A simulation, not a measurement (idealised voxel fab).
Name of the process module below: voxel quadruple lines
The width of the displayed cross-section, cut, is 285 nm; its cells are square, with a size of 5 nm.
Bands, listed from the top down, are how a cross-section gets written in this document; the cross-section itself is a grid of square cells, and a band is one or more rows of them. Band: top height; bottom height; in nm. Then, left to right: material with width in nm, for each material. "edge to edge": a single material spanning edge to edge. "air": empty space. Convention: height 0 is the level below which the wafer, as received, is all one material. The lowest band does not terminate at the bottom but continues downward, represented as "0 -> down". Per-row width for "30..40": begins at first number (top row of band), ends at second number (bottom row), increment between rows held constant. "no alterations made" after a step means that no cell of the cross-section changed. This entry, "Trapped void list", enumerates those empty regions of no fewer than 8 cells that possess no open connection to the top. Each region is reported in the form width x height at distance, the distance being taken from the left edge, with all three quantities expressed in nm. Anything after a step's settings on that line? It's the simulator's own note about the step. When a step includes a mask, the "overlay nm" setting on its line states how far to the right of its planned place that mask lay, and negative values state how far to the left.
**These are the steps we planned for the process**
1 RECEIVE [material Si]
2 CONFORMAL_DEP [material SiO2] [thk nm 5]
3 DIRECTIONAL_DEP [material W] [thk nm 10]
4 DIRECTIONAL_DEP [material polySi] [thk nm 20]
5 DIRECTIONAL_DEP [material aC] [thk nm 25]
6 PATTERN [tone cover] [mask id MANDREL] [material resist] [width nm 20] [pitch nm 60] [thk nm 35] [overlay nm 0]
7 DIRECTIONAL_ETCH [etch materials aC] [depth nm 25]
8 STRIP [etch materials resist]
9 CONFORMAL_DEP [material SiO2] [thk nm 10]
10 DIRECTIONAL_ETCH [etch materials SiO2] [depth nm 10]
11 STRIP [etch materials aC]
12 DIRECTIONAL_ETCH [etch materials polySi] [depth nm 20]
13 STRIP [etch materials SiO2]
14 CONFORMAL_DEP [material SiCN] [thk nm 5]
15 DIRECTIONAL_ETCH [etch materials SiCN] [depth nm 5]
16 STRIP [etch materials polySi]
17 DIRECTIONAL_ETCH [etch materials W] [depth nm 10]
18 STRIP [etch materials SiCN]
**So this is the incoming wafer in cross-section - it's already been through step 1**
	0 -> down | Si edge to edge
	Trapped void list: none
**Wafer cross-section at module end: first of two, run to plan**
	15 -> 5 | air 85 nm | W 5 nm | air 10 nm | W 5 nm | air 10 nm | W 5 nm | air 10 nm | W 5 nm | air 10 nm | W 5 nm | air 10 nm | W 5 nm | air 10 nm | W 5 nm | air 10 nm | W 5 nm | air 90 nm
	5 -> 0 | SiO2 edge to edge
	0 -> down | Si edge to edge
	Trapped void list: none
**Presented here is a cross-section of the second of the two wafers as it stood at the end of the module. It was started in the same manner and assigned the same plan as the first wafer; however, one mistake was made in its execution**
	15 -> 5 | air 80 nm | W 5 nm | air 10 nm | W 5 nm | air 20 nm | W 5 nm | air 10 nm | W 10 nm | air 10 nm | W 5 nm | air 20 nm | W 5 nm | air 10 nm | W 5 nm | air 85 nm
	5 -> 0 | SiO2 edge to edge
	0 -> down | Si edge to edge
	Trapped void list: none
Which mistake was made when the wafer was run? step 6 ran as: PATTERN [tone cover] [mask id MANDREL] [material resist] [width nm 30] [pitch nm 60] [thk nm 35] [overlay nm 0]
At the end, the second wafer has the same number of cells of each material as the first, but those cells sit in other places.
